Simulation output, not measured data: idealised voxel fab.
You're looking at the process module voxel local oxidation.
Cross-sectional view cut (width: 170 nm; square cell size: 5 nm).
Heads up, the way a cross-section reads in here is a grid of square cells, handed over as bands from the top down, with every band being one or more rows of cells.
Read a band's entry like this: the first values are the height of its top and the height of its bottom in nm, and what follows is the sequence of materials from left to right, each with its width in nm. Note that "blank" is empty space, and that a single material marked "edge to edge" reaches across the band from edge to edge.
Heights are reckoned from 0. Under this level, the received wafer is all of one material. The bottommost band is open-ended downward, for example "0 down".
Think of "30->40" as a width that walks from the first number to the second as you go down the band, top row to bottom row, taking equal-sized steps from row to row.
A step reported as "no modification" is a step in which no cell of the cross-section changed.
"Sealed void inventory" - sealed voids, min. 8 cells, no opening to top; format: width x height at distance (distance from left edge; nm throughout).
The remark found on a step's line after its settings is issued by the simulator itself and pertains to that step.
overlay nm: mask offset rightward from planned place, masked step; negative means leftward offset.

Steps planned for the process
| 1 | RECEIVE [material Si] |
| 2 | CONFORMAL_DEP [material SiO2] [thk nm 5] |
| 3 | CONFORMAL_DEP [material SiN] [thk nm 10] |
| 4 | PATTERN [tone cover] [mask id ACTIVE] [material resist] [width nm 95] [thk nm 15] [overlay nm 0] |
| 5 | DIRECTIONAL_ETCH [etch materials SiN] [depth nm 10] |
| 6 | STRIP [etch materials resist] |
| 7 | SELECTIVE_ETCH [etch materials SiO2] [depth nm 5] |
| 8 | OXIDIZE [depth nm 15] |
| 9 | STRIP [etch materials SiN] |

The first wafer of two, processed as planned

This is the cross-section of the wafer as we received it, i.e. after step 1
* 0 down = Si edge to edge
* Sealed void inventory: none

Cross-section of the wafer subsequent to step 2
* 5 to 0 = SiO2 edge to edge
* Heights below 0 show no change.

Cross-section of the wafer subsequent to step 3
* 15 to 5 = SiN edge to edge
* Heights below 5 show no change.

Cross-section of the wafer subsequent to step 4
* 30 to 15 = 35 nm blank, then 95 nm resist, then 40 nm blank
* Heights below 15 show no change.

Cross-section of the wafer subsequent to step 5
* 30 to 15 = 35 nm blank, then 95 nm resist, then 40 nm blank
* 15 to 5 = 35 nm blank, then 95 nm SiN, then 40 nm blank
* Heights below 5 show no change.

Cross-section of the wafer subsequent to step 6
* 15 to 5 = 35 nm blank, then 95 nm SiN, then 40 nm blank
* Heights below 5 show no change.

Cross-section of the wafer subsequent to step 7
* 15 to 5 = 35 nm blank, then 95 nm SiN, then 40 nm blank
* 5 to 0 = 40 nm blank, then 85 nm SiO2, then 45 nm blank
* Heights below 0 show no change.

Cross-section of the wafer subsequent to step 8
* 15 to 5 = 35 nm blank, then 95 nm SiN, then 40 nm blank
* 5 to 0 = 40 nm blank, then 85 nm SiO2, then 45 nm blank
* 0 to -15 = 55 nm SiO2, then 55 nm Si, then 60 nm SiO2
* Heights below -15 show no change.

Cross-section of the wafer subsequent to step 9
* 5 to 0 = 40 nm blank, then 85 nm SiO2, then 45 nm blank
* Heights below 0 show no change.

Second wafer: like start, like plan, one mistake. Through step 7 it matches the first wafer

Second wafer shown in cross-section at the time step 8 was slated to end
* 15 to 5 = 35 nm blank, then 95 nm SiN, then 40 nm blank
* 5 to 0 = 40 nm blank, then 85 nm SiO2, then 45 nm blank
* 0 to -5 = 45 nm SiO2, then 75 nm Si, then 50 nm SiO2
* Heights below -5 show no change.

Second wafer shown in cross-section at the time step 9 was slated to end
* 5 to 0 = 40 nm blank, then 85 nm SiO2, then 45 nm blank
* Heights below 0 show no change.
Short version of what went wrong: step 8, actual vs plan mismatch, actual run OXIDIZE [depth nm 5]
The closing comparison, in cells, has the second wafer with more or fewer of some materials than the first: 50 more of Si | 50 fewer of SiO2
